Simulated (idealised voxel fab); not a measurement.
Module name: voxel released beams (process module)
215 nm wide, 5 nm square cells: that's cross-section cut.
Cross-section layout: square cells on a grid; listed as bands, top to bottom; a band spans one or more cell rows. Per band: top height and bottom height in nm, followed by the left-to-right materials and their widths in nm; "all across" marks a single material spanning edge to edge, "blank" marks empty space. For the purposes of this specification, 0 denotes the height below which the wafer in its as-received condition is composed wholly of one material, and the lowermost band, lacking a lower limit, extends downward without end, as expressed in "0 down". The notation "30->40" denotes a width that varies across the rows of cells in the band, beginning at the first number in the top row, finishing at the second number in the bottom row, and changing by an identical amount from each row to the next. The designation "stayed the same", where it is given for a processing step, indicates that no cell of the cross-section was altered in the course of that step. The label "Fully closed voids" introduces a list of the empty spaces, 8 cells or larger, that have no open way up to the top; each entry in it reads width x height at distance, where the distance is taken from the left edge and all three are stated in nm. What comes after the settings on a step's line is commentary from the simulator itself on that step. Regarding "overlay nm": on a step with a mask, it is the distance the mask lay to the right of its planned place; a negative value places it to the left.

# Here's what the planned process steps look like
1) RECEIVE,material Si
2) CONFORMAL_DEP,material SiN,thk nm 10
3) DIRECTIONAL_DEP,material SiO2,thk nm 15
4) PATTERN,tone open,mask id ANCHOR,material resist,width nm 45,thk nm 15,overlay nm 0
5) DIRECTIONAL_ETCH,etch materials SiO2,depth nm 5
6) STRIP,etch materials resist
7) CONFORMAL_DEP,material W,thk nm 15
8) MASKED_ETCH,tone cover,mask id BEAM,width nm 90,etch materials W,depth nm 15,overlay nm 0
9) STRIP,etch materials SiO2
varied across the wafers: depth nm of step 5. The plan shows the first wafer's value. All wafers start alike

# The as-received cross-section of the first of several wafers corresponds to the state after step 1
	0 down = Si all across
	Fully closed voids: none

# Take any row and you have a wafer at the end of the module: how many cells of each material it has gained (+) or lost (-) since it was received, and then its closed voids
depth nm 5 | +86 SiN | Fully closed voids: none
depth nm 10 | +86 SiN | Fully closed voids: none
depth nm 15 | +86 SiN | +72 W | Fully closed voids: none
depth nm 20 | +86 SiN | +72 W | Fully closed voids: none
depth nm 25 | +86 SiN | +72 W | Fully closed voids: none
depth nm 30 | +86 SiN | +72 W | Fully closed voids: none
